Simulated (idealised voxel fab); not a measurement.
The process module that follows is named voxel wiring stack.
The figure presents cross-section cut, which has a width of 145 nm and is divided into square cells with an edge length of 5 nm.
Square cells in a grid make up a cross-section in this document, and the grid is given as bands, listed from the top down, each one or more rows of cells.
For a band, the entry starts with two heights in nm, that of the top and then that of the bottom, and carries on with the band's materials in order from left to right, each alongside its width in nm; the word "throughout" beside a single material means it fills the band edge to edge, and "empty" means empty space.
Height datum 0, below which the as-received substrate wafer is one material. Lowest band open at the bottom, running downward: "0 -> down".
With a width like "30->40", each row of cells in the band differs from the next by the same amount, the top row carrying the first number and the bottom row the second.
A step reported as "remains unaltered" is a step in which no cell of the cross-section changed.
closed voids: empty space of 8 cells or more with no open way to the top, each as width x height at its distance from the left edge, in nm
Whatever follows a step's settings on its line is a remark the simulator itself makes about that step.
overlay nm: step with mask; distance mask lay right of planned place; negative value = left of planned place.

Planned process steps:
1) RECEIVE,material Si
2) CONFORMAL_DEP,material SiO2,thk nm 15
3) DIRECTIONAL_DEP,material TiN,thk nm 5
4) DIRECTIONAL_DEP,material W,thk nm 15
5) MASKED_ETCH,tone cover,mask id METAL_1,width nm 30,pitch nm 60,etch materials W,depth nm 15,overlay nm 0
6) MASKED_ETCH,tone cover,mask id METAL_1,width nm 30,pitch nm 60,etch materials TiN,depth nm 5,overlay nm 0
7) FILL_DEP,material SiO2,thk nm 5
8) CMP,height nm 35
9) CONFORMAL_DEP,material SiCN,thk nm 5
10) DIRECTIONAL_DEP,material SiO2,thk nm 10
11) MASKED_ETCH,tone open,mask id PLUG_1,width nm 15,etch materials SiO2,depth nm 10,overlay nm 0
12) MASKED_ETCH,tone open,mask id PLUG_1,width nm 15,etch materials SiCN,depth nm 5,overlay nm 0
13) CONFORMAL_DEP,material TiN,thk nm 5
14) FILL_DEP,material Cu,thk nm 5
15) CMP,height nm 50
16) CONFORMAL_DEP,material SiN,thk nm 5
17) DIRECTIONAL_DEP,material lowk,thk nm 15
18) MASKED_ETCH,tone open,mask id METAL_2,width nm 30,pitch nm 60,etch materials lowk,depth nm 15,overlay nm 0
19) MASKED_ETCH,tone open,mask id METAL_2,width nm 30,pitch nm 60,etch materials SiN,depth nm 5,overlay nm 0
20) CONFORMAL_DEP,material TiN,thk nm 5
21) FILL_DEP,material Cu,thk nm 10
22) CMP,height nm 70
23) CONFORMAL_DEP,material SiCN,thk nm 5
24) DIRECTIONAL_DEP,material lowk,thk nm 30
25) MASKED_ETCH,tone open,mask id METAL_3,width nm 30,pitch nm 60,etch materials lowk,depth nm 15,overlay nm 0
26) MASKED_ETCH,tone open,mask id METAL_3_HOLES,width nm 15,etch materials lowk,depth nm 15,overlay nm 0
27) MASKED_ETCH,tone open,mask id METAL_3_HOLES,width nm 15,etch materials SiCN,depth nm 5,overlay nm 0
28) CONFORMAL_DEP,material TiN,thk nm 5
29) FILL_DEP,material Cu,thk nm 10
30) CMP,height nm 105
31) CONFORMAL_DEP,material SiCN,thk nm 5
32) DIRECTIONAL_DEP,material lowk,thk nm 10
33) DIRECTIONAL_DEP,material aC,thk nm 15
34) PATTERN,tone open,mask id PLUG_3,material resist,width nm 15,thk nm 30,overlay nm 0
35) DIRECTIONAL_ETCH,etch materials aC,depth nm 15
36) STRIP,etch materials resist
37) DIRECTIONAL_ETCH,etch materials lowk,depth nm 10
38) DIRECTIONAL_ETCH,etch materials SiCN,depth nm 5
39) STRIP,etch materials aC
40) EPI,material Ru,thk nm 10
41) EPI,material Ru,thk nm 5
42) DIRECTIONAL_DEP,material TiN,thk nm 5
43) DIRECTIONAL_DEP,material W,thk nm 15
44) PATTERN,tone cover,mask id METAL_4,material resist,width nm 30,pitch nm 60,thk nm 20,overlay nm 0
45) DIRECTIONAL_ETCH,etch materials W,depth nm 15
46) DIRECTIONAL_ETCH,etch materials TiN,depth nm 5
47) STRIP,etch materials resist
48) FILL_DEP,material SiO2,thk nm 5
49) CMP,height nm 140
50) CONFORMAL_DEP,material SiCN,thk nm 5

This is the cross-section of the wafer as we received it, i.e. after step 1:
* 0 -> down | Si throughout
* closed voids: none

Same starting wafer, same plan as above, one mistake in the execution; this is the cross-section at the end of the module:
* 145 -> 140 | SiCN throughout
* 140 -> 135 | SiO2=25 | W=30 | SiO2=30 | W=30 | SiO2=30
* 135 -> 130 | SiO2=25 | TiN=30 | SiO2=30 | TiN=30 | SiO2=30
* 130 -> 120 | TiN throughout
* 120 -> 110 | lowk=25 | Ru=15 | lowk=105
* 110 -> 105 | SiCN=25 | Ru=15 | SiCN=105
* 105 -> 95 | lowk=25 | TiN=5 | Cu=20 | TiN=5 | lowk=30 | TiN=5 | Cu=20 | TiN=5 | lowk=30
* 95 -> 90 | lowk=25 | TiN=5 | Cu=5 | TiN=20 | lowk=30 | TiN=30 | lowk=30
* 90 -> 75 | lowk=25 | TiN=5 | Cu=5 | TiN=5 | lowk=105
* 75 -> 70 | SiCN=25 | TiN=15 | SiCN=105
* 70 -> 55 | lowk=25 | TiN=5 | Cu=20 | TiN=5 | lowk=30 | TiN=5 | Cu=20 | TiN=5 | lowk=30
* 55 -> 50 | SiN=25 | TiN=30 | SiN=30 | TiN=30 | SiN=30
* 50 -> 40 | SiO2=25 | TiN=5 | Cu=5 | TiN=5 | SiO2=105
* 40 -> 35 | SiCN=25 | TiN=15 | SiCN=105
* 35 -> 20 | SiO2=25 | W=30 | SiO2=30 | W=30 | SiO2=30
* 20 -> 15 | SiO2=25 | TiN=30 | SiO2=30 | TiN=30 | SiO2=30
* 15 -> 0 | SiO2 throughout
* 0 -> down | Si throughout
* closed voids: none
What was done differently from what was planned? rather than as planned, step 42 actually ran as DIRECTIONAL_DEP,material TiN,thk nm 15
